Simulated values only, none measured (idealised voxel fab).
The following process module bears the name voxel gate over fins.
The cross-section shown here is cut; it is 280 nm wide and divided into square cells measuring 5 nm on a side.
Just so we're on the same page, the cross-sections are grids of square cells, and they're listed out in bands top to bottom, each band one or more rows deep.
What a band's entry tells you: where the top is and where the bottom is, as heights in nm, and after that what lies inside, material by material from left to right, each with its width in nm. Empty space is written as the word "empty", and a single material marked with the word "throughout" occupies the band from edge to edge.
Heights from 0 (as-received wafer is one material below). Bottom band endless downward, as "z 0 and below".
With a width like "30..40", each row of cells in the band differs from the next by the same amount, the top row carrying the first number and the bottom row the second.
Where a step carries "nothing different", the cross-section came out of it unchanged, cell for cell.
The list in "Non-vented voids" covers empty spaces of 8 cells or more that cannot reach the top through any open way, and it gives each as width x height at distance; the distance is from the left edge, and width, height and distance are in nm.
The remark found on a step's line after its settings is issued by the simulator itself and pertains to that step.
The setting "overlay nm" may be written on the line of a step. When the step uses a mask, the value reports how far to the right of the planned place the mask lay, and a negative value reports that it lay to the left.
Process steps - plan:
1: RECEIVE: material Si
2: CONFORMAL_DEP: material SiN, thk nm 5
3: PATTERN: tone cover, mask id FINS, material resist, width nm 15, pitch nm 45, thk nm 20, overlay nm 0
4: DIRECTIONAL_ETCH: etch materials SiN, depth nm 5
5: DIRECTIONAL_ETCH: etch materials Si, depth nm 30
6: STRIP: etch materials resist
7: FILL_DEP: material SiO2, thk nm 5
8: CMP: height nm 5
9: SELECTIVE_ETCH: etch materials SiO2, depth nm 15
10: STRIP: etch materials SiN
11: CONFORMAL_DEP: material HfO2, thk nm 5
12: CONFORMAL_DEP: material TiN, thk nm 5
13: FILL_DEP: material W, thk nm 10
14: CMP: height nm 15
15: CONFORMAL_DEP: material SiCN, thk nm 5
Shown in cross-section is the wafer as received, that is, as it stands after step 1:
	z 0 and below: Si throughout
	Non-vented voids: none
End-of-module cross-section of the first of two wafers, processed as planned:
	z 20 to 15: SiCN throughout
	z 15 to 10: W throughout
	z 10 to 5: W 100 / TiN 35 / W 10 / TiN 35 / W 100
	z 5 to 0: W 100 / TiN 5 / HfO2 25 / TiN 5 / W 10 / TiN 5 / HfO2 25 / TiN 5 / W 100
	z 0 to -5: TiN 105 / HfO2 5 / Si 15 / HfO2 5 / TiN 20 / HfO2 5 / Si 15 / HfO2 5 / TiN 105
	z -5 to -10: HfO2 110 / Si 15 / HfO2 30 / Si 15 / HfO2 110
	z -10 to -30: SiO2 110 / Si 15 / SiO2 30 / Si 15 / SiO2 110
	z -30 and below: Si throughout
	Non-vented voids: none
Cross-sectional view: second of two wafers, end of module; start and plan identical to the first, one mistake in running:
	z 20 to 15: SiCN throughout
	z 15 to 10: W throughout
	z 10 to 5: W 105 / TiN 35 / W 10 / TiN 35 / W 95
	z 5 to 0: W 105 / TiN 5 / HfO2 25 / TiN 5 / W 10 / TiN 5 / HfO2 25 / TiN 5 / W 95
	z 0 to -5: TiN 110 / HfO2 5 / Si 15 / HfO2 5 / TiN 20 / HfO2 5 / Si 15 / HfO2 5 / TiN 100
	z -5 to -10: HfO2 115 / Si 15 / HfO2 30 / Si 15 / HfO2 105
	z -10 to -30: SiO2 115 / Si 15 / SiO2 30 / Si 15 / SiO2 105
	z -30 and below: Si throughout
	Non-vented voids: none
Short version of what went wrong: it should be noted that step 3 was executed with settings other than those planned, the operation and settings actually applied being PATTERN: tone cover, mask id FINS, material resist, width nm 15, pitch nm 45, thk nm 20, overlay nm 5
Comparing end states, the material composition by cell count is preserved from the first wafer to the second, while the locations of the cells are not.
